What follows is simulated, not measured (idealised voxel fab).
You're looking at the process module voxel released beams.
Displayed cross-section: cut, width of 300 nm, square cells sized 5 nm.
Each cross-section below is a grid of square cells, stated as bands in top-down order, with one or more rows of cells making up each band.
The band entry comprises the height of the band's top followed by the height of its bottom, expressed in nm, and subsequently the band's materials from left to right, each stated together with its width in nm. Where a single material is marked with the word "everywhere", that material fills the band from edge to edge. The word "empty" represents empty space.
Measure heights from 0. That's the level where, below it, the as-received wafer is all one material. The lowest band is bottomless and extends downward; write it as in "0 -> down".
A two-number width, for instance "30->40", indicates that the width is equal to the first number in the top row of the band and to the second number in the bottom row, and that it changes by a constant amount per row of cells.
Key: "remains unaltered" - step with no changed cell in the cross-section.
Entry "Closed internal voids" = empty spaces >= 8 cells with no open way to the top; each as width x height at distance, distance from left edge, all nm.
On each step's line, the part that comes after the settings is the simulator's own comment on the step.
The line of a step may include "overlay nm". On a step with a mask, this value is how far to the right of its planned place the mask lay. A negative value means the mask lay to the left.
### Here's what the planned process steps look like
- 1: RECEIVE, material Si
- 2: CONFORMAL_DEP, material Al2O3, thk nm 10
- 3: DIRECTIONAL_DEP, material SiO2, thk nm 15
- 4: MASKED_ETCH, tone open, mask id ANCHOR, width nm 35, etch materials SiO2, depth nm 15, overlay nm 0
- 5: CONFORMAL_DEP, material W, thk nm 10
- 6: PATTERN, tone cover, mask id BEAM, material resist, width nm 100, thk nm 20, overlay nm 0
- 7: DIRECTIONAL_ETCH, etch materials W, depth nm 10
- 8: STRIP, etch materials resist
- 9: STRIP, etch materials SiO2
### Incoming wafer in cross-section (state: after step 1)
- 0 -> down  Si everywhere
- Closed internal voids: none
### End state of the module in cross-section, given the above starting point and plan and one mistake in execution
- 25 -> 10  SiO2 100 nm; empty 35 nm; SiO2 165 nm
- 10 -> 0  Al2O3 everywhere
- 0 -> down  Si everywhere
- Closed internal voids: none
Where did the run depart from the plan? step 9 changed vs plan, executed as STRIP, etch materials W
